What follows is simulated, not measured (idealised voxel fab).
Herein follows the process module entitled voxel capacitor over wiring.
The figure presents cross-section cut, which has a width of 225 nm and is divided into square cells with an edge length of 5 nm.
When this document writes out a cross-section, it uses a grid of square cells and lists it as bands, beginning at the top and moving down, with a band standing for one or more rows of cells. Per band: top height and bottom height in nm, followed by the left-to-right materials and their widths in nm; "edge to edge" marks a single material spanning edge to edge, "air" marks empty space. For the purposes of this specification, 0 denotes the height below which the wafer in its as-received condition is composed wholly of one material, and the lowermost band, lacking a lower limit, extends downward without end, as expressed in "0..down". The notation "30..40" denotes a width that varies across the rows of cells in the band, beginning at the first number in the top row, finishing at the second number in the bottom row, and changing by an identical amount from each row to the next. The cross-section has no changed cell in any step marked "no change". Entry "Enclosed void list" = empty spaces >= 8 cells with no open way to the top; each as width x height at distance, distance from left edge, all nm. Past the settings on a step's line: simulator remark, on that step. overlay nm: how far to the right of its planned place the mask lay on this masked step (negative: to the left).
# Below is the list of planned process steps
1) RECEIVE: material Si
2) CONFORMAL_DEP: material SiO2, thk nm 15
3) DIRECTIONAL_DEP: material TiN, thk nm 5
4) DIRECTIONAL_DEP: material W, thk nm 15
5) DIRECTIONAL_DEP: material aC, thk nm 10
6) PATTERN: tone cover, mask id METAL_1, material resist, width nm 30, pitch nm 95, thk nm 30, overlay nm 0
7) DIRECTIONAL_ETCH: etch materials aC, depth nm 10
8) STRIP: etch materials resist
9) DIRECTIONAL_ETCH: etch materials W, depth nm 15
10) DIRECTIONAL_ETCH: etch materials TiN, depth nm 5
11) STRIP: etch materials aC
12) CONFORMAL_DEP: material SiN, thk nm 5
13) FILL_DEP: material lowk, thk nm 10
14) CMP: height nm 35
15) CONFORMAL_DEP: material SiCN, thk nm 5
16) DIRECTIONAL_DEP: material SiO2, thk nm 20
17) PATTERN: tone open, mask id PLUG_1, material resist, width nm 15, thk nm 20, overlay nm 0
18) DIRECTIONAL_ETCH: etch materials SiO2, depth nm 20
19) DIRECTIONAL_ETCH: etch materials SiCN, depth nm 5
20) STRIP: etch materials resist
21) EPI: material Ru, thk nm 10
22) EPI: material Ru, thk nm 10
23) EPI: material Ru, thk nm 5
24) DIRECTIONAL_DEP: material TiN, thk nm 5
25) DIRECTIONAL_DEP: material Al2O3, thk nm 5
26) DIRECTIONAL_DEP: material TiN, thk nm 10
27) PATTERN: tone cover, mask id UPPER_PLATE, material resist, width nm 70, thk nm 20, overlay nm 0
28) DIRECTIONAL_ETCH: etch materials TiN, depth nm 10
29) DIRECTIONAL_ETCH: etch materials Al2O3, depth nm 5
30) STRIP: etch materials resist
31) PATTERN: tone cover, mask id LOWER_PLATE, material resist, width nm 80, thk nm 15, overlay nm 0
32) DIRECTIONAL_ETCH: etch materials TiN, depth nm 5
33) STRIP: etch materials resist
34) FILL_DEP: material SiO2, thk nm 20
35) CMP: height nm 95
36) MASKED_ETCH: tone open, mask id PLUG_2, width nm 15, etch materials SiO2, depth nm 15, overlay nm 0
37) CONFORMAL_DEP: material TiN, thk nm 5
38) FILL_DEP: material W, thk nm 10
39) CMP: height nm 95
40) CONFORMAL_DEP: material SiCN, thk nm 5
# Wafer, first of two, run as planned
# as received, after step 1
  0..down | Si edge to edge
  Enclosed void list: none
# Cross-section: wafer state after step 2
  15..0 | SiO2 edge to edge
  Heights below 0 show no change.
# Cross-section: wafer state after step 3
  20..15 | TiN edge to edge
  Heights below 15 show no change.
# Cross-section: wafer state after step 4
  35..20 | W edge to edge
  Heights below 20 show no change.
# Cross-section: wafer state after step 5
  45..35 | aC edge to edge
  Heights below 35 show no change.
# Cross-section: wafer state after step 6
  75..45 | 50 nm air | 30 nm resist | 65 nm air | 30 nm resist | 50 nm air
  Heights below 45 show no change.
# Cross-section: wafer state after step 7
  65..45 | 50 nm air | 30 nm resist | 65 nm air | 30 nm resist | 50 nm air
  45..35 | 50 nm air | 30 nm aC | 65 nm air | 30 nm aC | 50 nm air
  Heights below 35 show no change.
# Cross-section: wafer state after step 8
  45..35 | 50 nm air | 30 nm aC | 65 nm air | 30 nm aC | 50 nm air
  Heights below 35 show no change.
# Cross-section: wafer state after step 9
  45..35 | 50 nm air | 30 nm aC | 65 nm air | 30 nm aC | 50 nm air
  35..20 | 50 nm air | 30 nm W | 65 nm air | 30 nm W | 50 nm air
  Heights below 20 show no change.
# Cross-section: wafer state after step 10
  45..35 | 50 nm air | 30 nm aC | 65 nm air | 30 nm aC | 50 nm air
  35..20 | 50 nm air | 30 nm W | 65 nm air | 30 nm W | 50 nm air
  20..15 | 50 nm air | 30 nm TiN | 65 nm air | 30 nm TiN | 50 nm air
  Heights below 15 show no change.
# Cross-section: wafer state after step 11
  35..20 | 50 nm air | 30 nm W | 65 nm air | 30 nm W | 50 nm air
  Heights below 20 show no change.
# Cross-section: wafer state after step 12
  40..35 | 45 nm air | 40 nm SiN | 55 nm air | 40 nm SiN | 45 nm air
  35..20 | 45 nm air | 5 nm SiN | 30 nm W | 5 nm SiN | 55 nm air | 5 nm SiN | 30 nm W | 5 nm SiN | 45 nm air
  20..15 | 50 nm SiN | 30 nm TiN | 65 nm SiN | 30 nm TiN | 50 nm SiN
  Heights below 15 show no change.
# Cross-section: wafer state after step 13
  50..40 | lowk edge to edge
  40..35 | 45 nm lowk | 40 nm SiN | 55 nm lowk | 40 nm SiN | 45 nm lowk
  35..20 | 45 nm lowk | 5 nm SiN | 30 nm W | 5 nm SiN | 55 nm lowk | 5 nm SiN | 30 nm W | 5 nm SiN | 45 nm lowk
  Heights below 20 show no change.
# Cross-section: wafer state after step 14
  35..20 | 45 nm lowk | 5 nm SiN | 30 nm W | 5 nm SiN | 55 nm lowk | 5 nm SiN | 30 nm W | 5 nm SiN | 45 nm lowk
  Heights below 20 show no change.
# Cross-section: wafer state after step 15
  40..35 | SiCN edge to edge
  Heights below 35 show no change.
# Cross-section: wafer state after step 16
  60..40 | SiO2 edge to edge
  Heights below 40 show no change.
# Cross-section: wafer state after step 17
  80..60 | 65 nm resist | 15 nm air | 145 nm resist
  Heights below 60 show no change.
# Cross-section: wafer state after step 18
  80..60 | 65 nm resist | 15 nm air | 145 nm resist
  60..40 | 65 nm SiO2 | 15 nm air | 145 nm SiO2
  Heights below 40 show no change.
# Cross-section: wafer state after step 19
  80..60 | 65 nm resist | 15 nm air | 145 nm resist
  60..40 | 65 nm SiO2 | 15 nm air | 145 nm SiO2
  40..35 | 65 nm SiCN | 15 nm air | 145 nm SiCN
  Heights below 35 show no change.
# Cross-section: wafer state after step 20
  60..40 | 65 nm SiO2 | 15 nm air | 145 nm SiO2
  Heights below 40 show no change.
# Cross-section: wafer state after step 21
  60..45 | 65 nm SiO2 | 15 nm air | 145 nm SiO2
  45..40 | 65 nm SiO2 | 15 nm Ru | 145 nm SiO2
  40..35 | 65 nm SiCN | 15 nm Ru | 145 nm SiCN
  Heights below 35 show no change.
# Cross-section: wafer state after step 22
  60..55 | 65 nm SiO2 | 15 nm air | 145 nm SiO2
  55..40 | 65 nm SiO2 | 15 nm Ru | 145 nm SiO2
  Heights below 40 show no change.
# Cross-section: wafer state after step 23
  60..40 | 65 nm SiO2 | 15 nm Ru | 145 nm SiO2
  Heights below 40 show no change.
# Cross-section: wafer state after step 24
  65..60 | TiN edge to edge
  Heights below 60 show no change.
# Cross-section: wafer state after step 25
  70..65 | Al2O3 edge to edge
  Heights below 65 show no change.
# Cross-section: wafer state after step 26
  80..70 | TiN edge to edge
  Heights below 70 show no change.
# Cross-section: wafer state after step 27
  100..80 | 65 nm air | 70 nm resist | 90 nm air
  Heights below 80 show no change.
# Cross-section: wafer state after step 28
  100..80 | 65 nm air | 70 nm resist | 90 nm air
  80..70 | 65 nm air | 70 nm TiN | 90 nm air
  Heights below 70 show no change.
# Cross-section: wafer state after step 29
  100..80 | 65 nm air | 70 nm resist | 90 nm air
  80..70 | 65 nm air | 70 nm TiN | 90 nm air
  70..65 | 65 nm air | 70 nm Al2O3 | 90 nm air
  Heights below 65 show no change.
# Cross-section: wafer state after step 30
  80..70 | 65 nm air | 70 nm TiN | 90 nm air
  Heights below 70 show no change.
# Cross-section: wafer state after step 31
  95..80 | 60 nm air | 80 nm resist | 85 nm air
  80..70 | 60 nm air | 5 nm resist | 70 nm TiN | 5 nm resist | 85 nm air
  70..65 | 60 nm air | 5 nm resist | 70 nm Al2O3 | 5 nm resist | 85 nm air
  Heights below 65 show no change.
# Cross-section: wafer state after step 32
  95..80 | 60 nm air | 80 nm resist | 85 nm air
  80..70 | 60 nm air | 5 nm resist | 70 nm TiN | 5 nm resist | 85 nm air
  70..65 | 60 nm air | 5 nm resist | 70 nm Al2O3 | 5 nm resist | 85 nm air
  65..60 | 60 nm air | 80 nm TiN | 85 nm air
  Heights below 60 show no change.
# Cross-section: wafer state after step 33
  80..70 | 65 nm air | 70 nm TiN | 90 nm air
  70..65 | 65 nm air | 70 nm Al2O3 | 90 nm air
  Heights below 65 show no change.
# Cross-section: wafer state after step 34
  100..80 | SiO2 edge to edge
  80..70 | 65 nm SiO2 | 70 nm TiN | 90 nm SiO2
  70..65 | 65 nm SiO2 | 70 nm Al2O3 | 90 nm SiO2
  65..60 | 60 nm SiO2 | 80 nm TiN | 85 nm SiO2
  Heights below 60 show no change.
# Cross-section: wafer state after step 35
  95..80 | SiO2 edge to edge
  Heights below 80 show no change.
# Cross-section: wafer state after step 36
  95..80 | 75 nm SiO2 | 15 nm air | 135 nm SiO2
  Heights below 80 show no change.
# Cross-section: wafer state after step 37
  100..95 | 80 nm TiN | 5 nm air | 140 nm TiN
  95..85 | 75 nm SiO2 | 5 nm TiN | 5 nm air | 5 nm TiN | 135 nm SiO2
  85..80 | 75 nm SiO2 | 15 nm TiN | 135 nm SiO2
  Heights below 80 show no change.
# Cross-section: wafer state after step 38
  110..100 | W edge to edge
  100..95 | 80 nm TiN | 5 nm W | 140 nm TiN
  95..85 | 75 nm SiO2 | 5 nm TiN | 5 nm W | 5 nm TiN | 135 nm SiO2
  Heights below 85 show no change.
# Cross-section: wafer state after step 39
  95..85 | 75 nm SiO2 | 5 nm TiN | 5 nm W | 5 nm TiN | 135 nm SiO2
  Heights below 85 show no change.
# Cross-section: wafer state after step 40
  100..95 | SiCN edge to edge
  Heights below 95 show no change.
# Wafer two. Same start, same plan, one slip in execution. Same as wafer one through step 23, inclusive
# Second wafer, cross-section, planned end of step 24
  65..60 | SiCN edge to edge
  Heights below 60 show no change.
# Second wafer, cross-section, planned end of step 25
  70..65 | Al2O3 edge to edge
  Heights below 65 show no change.
# Second wafer, cross-section, planned end of step 26
  80..70 | TiN edge to edge
  Heights below 70 show no change.
# Second wafer, cross-section, planned end of step 27
  100..80 | 65 nm air | 70 nm resist | 90 nm air
  Heights below 80 show no change.
# Second wafer, cross-section, planned end of step 28
  100..80 | 65 nm air | 70 nm resist | 90 nm air
  80..70 | 65 nm air | 70 nm TiN | 90 nm air
  Heights below 70 show no change.
# Second wafer, cross-section, planned end of step 29
  100..80 | 65 nm air | 70 nm resist | 90 nm air
  80..70 | 65 nm air | 70 nm TiN | 90 nm air
  70..65 | 65 nm air | 70 nm Al2O3 | 90 nm air
  Heights below 65 show no change.
# Second wafer, cross-section, planned end of step 30
  80..70 | 65 nm air | 70 nm TiN | 90 nm air
  Heights below 70 show no change.
# Second wafer, cross-section, planned end of step 31
  95..80 | 60 nm air | 80 nm resist | 85 nm air
  80..70 | 60 nm air | 5 nm resist | 70 nm TiN | 5 nm resist | 85 nm air
  70..65 | 60 nm air | 5 nm resist | 70 nm Al2O3 | 5 nm resist | 85 nm air
  Heights below 65 show no change.
Second wafer, cross-section, planned end of step 32: no change
# Second wafer, cross-section, planned end of step 33
  80..70 | 65 nm air | 70 nm TiN | 90 nm air
  70..65 | 65 nm air | 70 nm Al2O3 | 90 nm air
  Heights below 65 show no change.
# Second wafer, cross-section, planned end of step 34
  100..80 | SiO2 edge to edge
  80..70 | 65 nm SiO2 | 70 nm TiN | 90 nm SiO2
  70..65 | 65 nm SiO2 | 70 nm Al2O3 | 90 nm SiO2
  Heights below 65 show no change.
# Second wafer, cross-section, planned end of step 35
  95..80 | SiO2 edge to edge
  Heights below 80 show no change.
# Second wafer, cross-section, planned end of step 36
  95..80 | 75 nm SiO2 | 15 nm air | 135 nm SiO2
  Heights below 80 show no change.
# Second wafer, cross-section, planned end of step 37
  100..95 | 80 nm TiN | 5 nm air | 140 nm TiN
  95..85 | 75 nm SiO2 | 5 nm TiN | 5 nm air | 5 nm TiN | 135 nm SiO2
  85..80 | 75 nm SiO2 | 15 nm TiN | 135 nm SiO2
  Heights below 80 show no change.
# Second wafer, cross-section, planned end of step 38
  110..100 | W edge to edge
  100..95 | 80 nm TiN | 5 nm W | 140 nm TiN
  95..85 | 75 nm SiO2 | 5 nm TiN | 5 nm W | 5 nm TiN | 135 nm SiO2
  Heights below 85 show no change.
# Second wafer, cross-section, planned end of step 39
  95..85 | 75 nm SiO2 | 5 nm TiN | 5 nm W | 5 nm TiN | 135 nm SiO2
  Heights below 85 show no change.
# Second wafer, cross-section, planned end of step 40
  100..95 | SiCN edge to edge
  Heights below 95 show no change.
Want to know what went wrong? step 24 ran with different settings than intended, the actual operation and settings being DIRECTIONAL_DEP: material SiCN, thk nm 5
Wafer comparison, final, in cells, second relative to first, materials more or fewer: +45 SiCN, -29 SiO2, -16 TiN
